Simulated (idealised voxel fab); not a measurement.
Documented hereafter: the process module known as voxel spacer lines.
In the cross-section labelled cut, the width is 220 nm and each square cell is 5 nm.
Throughout this document, each cross-section is represented as a grid of square cells and is presented as a sequence of bands enumerated from the top downward, where a band comprises one or more rows of cells. Basically the band line says how high the top is and how high the bottom is, in nm, and then what's in it from left to right, every material with its width in nm. Empty space shows up as "empty", and if a single material carries "throughout" it runs the full band edge to edge. A quick word on heights: they are counted from 0, and under that level the wafer as it came to us is one material throughout. The lowest band is different from the rest in having no bottom; it simply continues downward, written as in "0 nm and below". Think of "30..40" as a width that walks from the first number to the second as you go down the band, top row to bottom row, taking equal-sized steps from row to row. "same as before" (step): cross-section cells unchanged, all of them. "Unvented internal voids" lists enclosed empty spaces (at least 8 cells, no open path upward to the top), each as width x height at distance from the left edge, in nm. Where a step's line continues beyond its settings, the continuation is a remark by the simulator itself on that step. On any step carrying a mask, the "overlay nm" setting, if present on the step's line, tells how far right of its planned place the mask lay; negative values point to the left.
### Intended process steps
1,RECEIVE: material Si
2,CONFORMAL_DEP: material Al2O3, thk nm 5
3,DIRECTIONAL_DEP: material TiN, thk nm 20
4,DIRECTIONAL_DEP: material polySi, thk nm 20
5,PATTERN: tone cover, mask id MANDREL, material resist, width nm 15, pitch nm 60, thk nm 25, overlay nm 0
6,DIRECTIONAL_ETCH: etch materials polySi, depth nm 20
7,STRIP: etch materials resist
8,CONFORMAL_DEP: material SiN, thk nm 15
9,DIRECTIONAL_ETCH: etch materials SiN, depth nm 15
10,STRIP: etch materials polySi
11,DIRECTIONAL_ETCH: etch materials TiN, depth nm 20
12,STRIP: etch materials SiN
### The first of the two wafers, which ran as planned
### As-received wafer cross-section (after step 1)
0 nm and below | Si throughout
Unvented internal voids: none
### Cross-sectional representation of the wafer at the conclusion of step 2
5 nm to 0 nm | Al2O3 throughout
For the remainder of the cross-section, below 0, there is no change.
### Cross-sectional representation of the wafer at the conclusion of step 3
25 nm to 5 nm | TiN throughout
For the remainder of the cross-section, below 5, there is no change.
### Cross-sectional representation of the wafer at the conclusion of step 4
45 nm to 25 nm | polySi throughout
For the remainder of the cross-section, below 25, there is no change.
### Cross-sectional representation of the wafer at the conclusion of step 5
70 nm to 45 nm | 70 of empty | 15 of resist | 45 of empty | 15 of resist | 75 of empty
For the remainder of the cross-section, below 45, there is no change.
### Cross-sectional representation of the wafer at the conclusion of step 6
70 nm to 45 nm | 70 of empty | 15 of resist | 45 of empty | 15 of resist | 75 of empty
45 nm to 25 nm | 70 of empty | 15 of polySi | 45 of empty | 15 of polySi | 75 of empty
For the remainder of the cross-section, below 25, there is no change.
### Cross-sectional representation of the wafer at the conclusion of step 7
45 nm to 25 nm | 70 of empty | 15 of polySi | 45 of empty | 15 of polySi | 75 of empty
For the remainder of the cross-section, below 25, there is no change.
### Cross-sectional representation of the wafer at the conclusion of step 8
60 nm to 45 nm | 55 of empty | 45 of SiN | 15 of empty | 45 of SiN | 60 of empty
45 nm to 40 nm | 55 of empty | 15 of SiN | 15 of polySi | 15 of SiN | 15 of empty | 15 of SiN | 15 of polySi | 15 of SiN | 60 of empty
40 nm to 25 nm | 70 of SiN | 15 of polySi | 45 of SiN | 15 of polySi | 75 of SiN
For the remainder of the cross-section, below 25, there is no change.
### Cross-sectional representation of the wafer at the conclusion of step 9
45 nm to 25 nm | 55 of empty | 15 of SiN | 15 of polySi | 15 of SiN | 15 of empty | 15 of SiN | 15 of polySi | 15 of SiN | 60 of empty
For the remainder of the cross-section, below 25, there is no change.
### Cross-sectional representation of the wafer at the conclusion of step 10
45 nm to 25 nm | 55 of empty | 15 of SiN | 15 of empty | 15 of SiN | 15 of empty | 15 of SiN | 15 of empty | 15 of SiN | 60 of empty
For the remainder of the cross-section, below 25, there is no change.
### Cross-sectional representation of the wafer at the conclusion of step 11
45 nm to 25 nm | 55 of empty | 15 of SiN | 15 of empty | 15 of SiN | 15 of empty | 15 of SiN | 15 of empty | 15 of SiN | 60 of empty
25 nm to 5 nm | 55 of empty | 15 of TiN | 15 of empty | 15 of TiN | 15 of empty | 15 of TiN | 15 of empty | 15 of TiN | 60 of empty
For the remainder of the cross-section, below 5, there is no change.
### Cross-sectional representation of the wafer at the conclusion of step 12
25 nm to 5 nm | 55 of empty | 15 of TiN | 15 of empty | 15 of TiN | 15 of empty | 15 of TiN | 15 of empty | 15 of TiN | 60 of empty
For the remainder of the cross-section, below 5, there is no change.
### The second wafer was prepared from the same starting point and under the same plan as the first; its processing contained one mistake, and it remains indistinguishable from the first wafer up to and including step 4
### Second wafer cross-section, taken as of the time the plan sets for step 5 to be done
70 nm to 45 nm | 70 of resist | 15 of empty | 45 of resist | 15 of empty | 75 of resist
For the remainder of the cross-section, below 45, there is no change.
### Second wafer cross-section, taken as of the time the plan sets for step 6 to be done
70 nm to 45 nm | 70 of resist | 15 of empty | 45 of resist | 15 of empty | 75 of resist
45 nm to 25 nm | 70 of polySi | 15 of empty | 45 of polySi | 15 of empty | 75 of polySi
For the remainder of the cross-section, below 25, there is no change.
### Second wafer cross-section, taken as of the time the plan sets for step 7 to be done
45 nm to 25 nm | 70 of polySi | 15 of empty | 45 of polySi | 15 of empty | 75 of polySi
For the remainder of the cross-section, below 25, there is no change.
### Second wafer cross-section, taken as of the time the plan sets for step 8 to be done
60 nm to 45 nm | SiN throughout
45 nm to 25 nm | 70 of polySi | 15 of SiN | 45 of polySi | 15 of SiN | 75 of polySi
For the remainder of the cross-section, below 25, there is no change.
### Second wafer cross-section, taken as of the time the plan sets for step 9 to be done
45 nm to 25 nm | 70 of polySi | 15 of SiN | 45 of polySi | 15 of SiN | 75 of polySi
For the remainder of the cross-section, below 25, there is no change.
### Second wafer cross-section, taken as of the time the plan sets for step 10 to be done
45 nm to 25 nm | 70 of empty | 15 of SiN | 45 of empty | 15 of SiN | 75 of empty
For the remainder of the cross-section, below 25, there is no change.
### Second wafer cross-section, taken as of the time the plan sets for step 11 to be done
45 nm to 25 nm | 70 of empty | 15 of SiN | 45 of empty | 15 of SiN | 75 of empty
25 nm to 5 nm | 70 of empty | 15 of TiN | 45 of empty | 15 of TiN | 75 of empty
For the remainder of the cross-section, below 5, there is no change.
### Second wafer cross-section, taken as of the time the plan sets for step 12 to be done
25 nm to 5 nm | 70 of empty | 15 of TiN | 45 of empty | 15 of TiN | 75 of empty
For the remainder of the cross-section, below 5, there is no change.
Nonconformance to the process plan: for step 5, the planned setting was not used; the step was instead run as PATTERN: tone open, mask id MANDREL, material resist, width nm 15, pitch nm 60, thk nm 25, overlay nm 0
Heads up, by the end the second wafer has more or fewer cells of some materials compared to the first: 24 fewer of TiN
